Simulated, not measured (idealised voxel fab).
This is a process module. Its name is voxel self aligned contacts.
It is cross-section cut that appears here, measuring 255 nm in width, its square cells being 5 nm in size.
Each cross-section below is a grid of square cells, stated as bands in top-down order, with one or more rows of cells making up each band.
Quick guide to a band line: top height, bottom height (nm) up front; then every material left to right with its width in nm. Only one material and it's marked "edge to edge"? Then it fills the band edge to edge. And "blank" just means empty space.
Measure heights from 0. That's the level where, below it, the as-received wafer is all one material. The lowest band is bottomless and extends downward; write it as in "0 and below".
Quick explanation for "30..40": the width changes in equal steps down the rows of cells, from the first number in the band's top row to the second number in its bottom row.
Basically "no modifications" means that step didn't change any cell in the cross-section.
Empty spaces without an open route to the top, at least 8 cells in extent, make up the entry "Entrapped voids"; each is given as width x height at distance, where the distance is measured from the left edge, and all are in nm.
Whatever follows a step's settings on its line is a remark the simulator itself makes about that step.
The setting "overlay nm" may be written on the line of a step. When the step uses a mask, the value reports how far to the right of the planned place the mask lay, and a negative value reports that it lay to the left.
Planned step list for the process
| 1 | RECEIVE, material Si |
| 2 | CONFORMAL_DEP, material SiO2, thk nm 5 |
| 3 | DIRECTIONAL_DEP, material polySi, thk nm 25 |
| 4 | DIRECTIONAL_DEP, material SiN, thk nm 25 |
| 5 | PATTERN, tone cover, mask id GATE, material resist, width nm 25, pitch nm 60, thk nm 15, overlay nm 0 |
| 6 | DIRECTIONAL_ETCH, etch materials SiN, depth nm 25 |
| 7 | DIRECTIONAL_ETCH, etch materials polySi, depth nm 25 |
| 8 | STRIP, etch materials resist |
| 9 | CONFORMAL_DEP, material SiN, thk nm 10 |
| 10 | DIRECTIONAL_ETCH, etch materials SiN, depth nm 10 |
| 11 | FILL_DEP, material SiO2, thk nm 15 |
| 12 | CMP, height nm 60 |
| 13 | PATTERN, tone open, mask id CONTACT, material resist, width nm 45, thk nm 15, overlay nm 0 |
| 14 | DIRECTIONAL_ETCH, etch materials SiO2, depth nm 60 |
| 15 | STRIP, etch materials resist |
| 16 | CONFORMAL_DEP, material TiN, thk nm 5 |
| 17 | FILL_DEP, material Ru, thk nm 5 |
| 18 | CMP, height nm 60 |
| 19 | CONFORMAL_DEP, material SiCN, thk nm 5 |
The first of the two wafers, which ran as planned
Step 1 complete: cross-section of the wafer as received
    0 and below  Si edge to edge
    Entrapped voids: none
Step 2 done - wafer cross-section
    5 down to 0  SiO2 edge to edge
    below 0: unchanged
Step 3 done - wafer cross-section
    30 down to 5  polySi edge to edge
    below 5: unchanged
Step 4 done - wafer cross-section
    55 down to 30  SiN edge to edge
    below 30: unchanged
Step 5 done - wafer cross-section
    70 down to 55  blank (85)  resist (25)  blank (35)  resist (25)  blank (85)
    below 55: unchanged
Step 6 done - wafer cross-section
    70 down to 55  blank (85)  resist (25)  blank (35)  resist (25)  blank (85)
    55 down to 30  blank (85)  SiN (25)  blank (35)  SiN (25)  blank (85)
    below 30: unchanged
Step 7 done - wafer cross-section
    70 down to 55  blank (85)  resist (25)  blank (35)  resist (25)  blank (85)
    55 down to 30  blank (85)  SiN (25)  blank (35)  SiN (25)  blank (85)
    30 down to 5  blank (85)  polySi (25)  blank (35)  polySi (25)  blank (85)
    below 5: unchanged
Step 8 done - wafer cross-section
    55 down to 30  blank (85)  SiN (25)  blank (35)  SiN (25)  blank (85)
    below 30: unchanged
Step 9 done - wafer cross-section
    65 down to 30  blank (75)  SiN (45)  blank (15)  SiN (45)  blank (75)
    30 down to 15  blank (75)  SiN (10)  polySi (25)  SiN (10)  blank (15)  SiN (10)  polySi (25)  SiN (10)  blank (75)
    15 down to 5  SiN (85)  polySi (25)  SiN (35)  polySi (25)  SiN (85)
    below 5: unchanged
Step 10 done - wafer cross-section
    55 down to 30  blank (75)  SiN (45)  blank (15)  SiN (45)  blank (75)
    30 down to 5  blank (75)  SiN (10)  polySi (25)  SiN (10)  blank (15)  SiN (10)  polySi (25)  SiN (10)  blank (75)
    below 5: unchanged
Step 11 done - wafer cross-section
    70 down to 55  SiO2 edge to edge
    55 down to 30  SiO2 (75)  SiN (45)  SiO2 (15)  SiN (45)  SiO2 (75)
    30 down to 5  SiO2 (75)  SiN (10)  polySi (25)  SiN (10)  SiO2 (15)  SiN (10)  polySi (25)  SiN (10)  SiO2 (75)
    below 5: unchanged
Step 12 done - wafer cross-section
    60 down to 55  SiO2 edge to edge
    below 55: unchanged
Step 13 done - wafer cross-section
    75 down to 60  resist (105)  blank (45)  resist (105)
    below 60: unchanged
Step 14 done - wafer cross-section
    75 down to 60  resist (105)  blank (45)  resist (105)
    60 down to 55  SiO2 (105)  blank (45)  SiO2 (105)
    55 down to 30  SiO2 (75)  SiN (45)  blank (15)  SiN (45)  SiO2 (75)
    30 down to 5  SiO2 (75)  SiN (10)  polySi (25)  SiN (10)  blank (15)  SiN (10)  polySi (25)  SiN (10)  SiO2 (75)
    5 down to 0  SiO2 (120)  blank (15)  SiO2 (120)
    below 0: unchanged
Step 15 done - wafer cross-section
    60 down to 55  SiO2 (105)  blank (45)  SiO2 (105)
    below 55: unchanged
Step 16 done - wafer cross-section
    65 down to 60  TiN (110)  blank (35)  TiN (110)
    60 down to 55  SiO2 (105)  TiN (20)  blank (5)  TiN (20)  SiO2 (105)
    55 down to 30  SiO2 (75)  SiN (45)  TiN (5)  blank (5)  TiN (5)  SiN (45)  SiO2 (75)
    30 down to 5  SiO2 (75)  SiN (10)  polySi (25)  SiN (10)  TiN (5)  blank (5)  TiN (5)  SiN (10)  polySi (25)  SiN (10)  SiO2 (75)
    5 down to 0  SiO2 (120)  TiN (15)  SiO2 (120)
    below 0: unchanged
Step 17 done - wafer cross-section
    70 down to 65  Ru edge to edge
    65 down to 60  TiN (110)  Ru (35)  TiN (110)
    60 down to 55  SiO2 (105)  TiN (20)  Ru (5)  TiN (20)  SiO2 (105)
    55 down to 30  SiO2 (75)  SiN (45)  TiN (5)  Ru (5)  TiN (5)  SiN (45)  SiO2 (75)
    30 down to 5  SiO2 (75)  SiN (10)  polySi (25)  SiN (10)  TiN (5)  Ru (5)  TiN (5)  SiN (10)  polySi (25)  SiN (10)  SiO2 (75)
    below 5: unchanged
Step 18 done - wafer cross-section
    60 down to 55  SiO2 (105)  TiN (20)  Ru (5)  TiN (20)  SiO2 (105)
    below 55: unchanged
Step 19 done - wafer cross-section
    65 down to 60  SiCN edge to edge
    below 60: unchanged
The second wafer: identical to the first at the outset and in its planned sequence, differing only in that one mistake was made during processing; up to and including step 1, its path is the first wafer's path
Second wafer: cross-section at the scheduled end of step 2
    25 down to 0  polySi edge to edge
    below 0: unchanged
Second wafer: cross-section at the scheduled end of step 3
    30 down to 25  SiO2 edge to edge
    below 25: unchanged
Second wafer: cross-section at the scheduled end of step 4
    55 down to 30  SiN edge to edge
    below 30: unchanged
Second wafer: cross-section at the scheduled end of step 5
    70 down to 55  blank (85)  resist (25)  blank (35)  resist (25)  blank (85)
    below 55: unchanged
Second wafer: cross-section at the scheduled end of step 6
    70 down to 55  blank (85)  resist (25)  blank (35)  resist (25)  blank (85)
    55 down to 30  blank (85)  SiN (25)  blank (35)  SiN (25)  blank (85)
    below 30: unchanged
Second wafer: cross-section at the scheduled end of step 7: no modifications
Second wafer: cross-section at the scheduled end of step 8
    55 down to 30  blank (85)  SiN (25)  blank (35)  SiN (25)  blank (85)
    below 30: unchanged
Second wafer: cross-section at the scheduled end of step 9
    65 down to 40  blank (75)  SiN (45)  blank (15)  SiN (45)  blank (75)
    40 down to 30  SiN edge to edge
    below 30: unchanged
Second wafer: cross-section at the scheduled end of step 10
    55 down to 30  blank (75)  SiN (45)  blank (15)  SiN (45)  blank (75)
    below 30: unchanged
Second wafer: cross-section at the scheduled end of step 11
    70 down to 55  SiO2 edge to edge
    55 down to 30  SiO2 (75)  SiN (45)  SiO2 (15)  SiN (45)  SiO2 (75)
    below 30: unchanged
Second wafer: cross-section at the scheduled end of step 12
    60 down to 55  SiO2 edge to edge
    below 55: unchanged
Second wafer: cross-section at the scheduled end of step 13
    75 down to 60  resist (105)  blank (45)  resist (105)
    below 60: unchanged
Second wafer: cross-section at the scheduled end of step 14
    75 down to 60  resist (105)  blank (45)  resist (105)
    60 down to 55  SiO2 (105)  blank (45)  SiO2 (105)
    55 down to 30  SiO2 (75)  SiN (45)  blank (15)  SiN (45)  SiO2 (75)
    30 down to 25  SiO2 (120)  blank (15)  SiO2 (120)
    below 25: unchanged
Second wafer: cross-section at the scheduled end of step 15
    60 down to 55  SiO2 (105)  blank (45)  SiO2 (105)
    below 55: unchanged
Second wafer: cross-section at the scheduled end of step 16
    65 down to 60  TiN (110)  blank (35)  TiN (110)
    60 down to 55  SiO2 (105)  TiN (20)  blank (5)  TiN (20)  SiO2 (105)
    55 down to 30  SiO2 (75)  SiN (45)  TiN (5)  blank (5)  TiN (5)  SiN (45)  SiO2 (75)
    30 down to 25  SiO2 (120)  TiN (15)  SiO2 (120)
    below 25: unchanged
Second wafer: cross-section at the scheduled end of step 17
    70 down to 65  Ru edge to edge
    65 down to 60  TiN (110)  Ru (35)  TiN (110)
    60 down to 55  SiO2 (105)  TiN (20)  Ru (5)  TiN (20)  SiO2 (105)
    55 down to 30  SiO2 (75)  SiN (45)  TiN (5)  Ru (5)  TiN (5)  SiN (45)  SiO2 (75)
    below 30: unchanged
Second wafer: cross-section at the scheduled end of step 18
    60 down to 55  SiO2 (105)  TiN (20)  Ru (5)  TiN (20)  SiO2 (105)
    below 55: unchanged
Second wafer: cross-section at the scheduled end of step 19
    65 down to 60  SiCN edge to edge
    below 60: unchanged
Where did the run depart from the plan? the processing plan was not followed for steps 2 and 3, which were run with their positions exchanged
Heads up, by the end the second wafer has more or fewer cells of some materials compared to the first: -5 Ru; -40 SiN; -150 SiO2; -10 TiN; +205 polySi
